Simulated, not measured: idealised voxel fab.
process module | voxel tone inversion
The cross-section on display is named cut; it measures 225 nm wide, and its cells are 5 nm squares.
When this document writes out a cross-section, it uses a grid of square cells and lists it as bands, beginning at the top and moving down, with a band standing for one or more rows of cells.
Each band's line starts with the height of the band's top and of its bottom, in nm. Then come its materials from left to right, each with its width in nm. One material with "everywhere" fills the band from edge to edge. "blank" is empty space.
Height datum 0, below which the as-received substrate wafer is one material. Lowest band open at the bottom, running downward: "0 -> down".
Quick explanation for "30->40": the width changes in equal steps down the rows of cells, from the first number in the band's top row to the second number in its bottom row.
The cross-section has no changed cell in any step marked "no alterations made".
Any empty space of 8 cells or more lacking an open way to the top shows up in "Unvented cavities" as width x height at distance, distance from the left edge, in nm.
Text after the settings on a step's line: the simulator's own remark on that step.
For masked steps, "overlay nm" on the step line gives how far right of plan the mask actually lay; a minus sign means it lay to the left.

[Process steps (planned)]
1) RECEIVE with material Si
2) CONFORMAL_DEP with material SiCN, thk nm 10
3) DIRECTIONAL_DEP with material aC, thk nm 15
4) PATTERN with tone cover, mask id POSTS, material resist, width nm 20, pitch nm 40, thk nm 20, overlay nm 0
5) DIRECTIONAL_ETCH with etch materials aC, depth nm 15
6) STRIP with etch materials resist
7) FILL_DEP with material SiO2, thk nm 10
8) CMP with height nm 25
9) STRIP with etch materials aC
10) CONFORMAL_DEP with material TiN, thk nm 5
11) FILL_DEP with material W, thk nm 10
12) CMP with height nm 25
13) CONFORMAL_DEP with material SiN, thk nm 5

[Shown in cross-section is the wafer as received, that is, as it stands after step 1]
	0 -> down  Si everywhere
	Unvented cavities: none

[first wafer at the end, as planned]
	30 -> 25  SiN everywhere
	25 -> 15  40 of SiO2 / 5 of TiN / 10 of W / 5 of TiN / 20 of SiO2 / 5 of TiN / 10 of W / 5 of TiN / 20 of SiO2 / 5 of TiN / 10 of W / 5 of TiN / 20 of SiO2 / 5 of TiN / 10 of W / 5 of TiN / 45 of SiO2
	15 -> 10  40 of SiO2 / 20 of TiN / 20 of SiO2 / 20 of TiN / 20 of SiO2 / 20 of TiN / 20 of SiO2 / 20 of TiN / 45 of SiO2
	10 -> 0  SiCN everywhere
	0 -> down  Si everywhere
	Unvented cavities: none

[Cross-section at end of module for the second wafer of two, which matched the first in starting point and plan and differed by one mistake in its processing]
	30 -> 25  SiN everywhere
	25 -> 15  35 of W / 5 of TiN / 20 of aC / 5 of TiN / 10 of W / 5 of TiN / 20 of aC / 5 of TiN / 10 of W / 5 of TiN / 20 of aC / 5 of TiN / 10 of W / 5 of TiN / 20 of aC / 5 of TiN / 40 of W
	15 -> 10  40 of TiN / 20 of aC / 20 of TiN / 20 of aC / 20 of TiN / 20 of aC / 20 of TiN / 20 of aC / 45 of TiN
	10 -> 0  SiCN everywhere
	0 -> down  Si everywhere
	Unvented cavities: none
Deviation from plan: step 9 was processed under conditions differing from the plan, specifically as STRIP with etch materials SiO2
FYI, end of process, the second wafer has more or fewer cells of some materials than the first: SiO2: 87 fewer | TiN: 13 more | W: 26 more | aC: 48 more
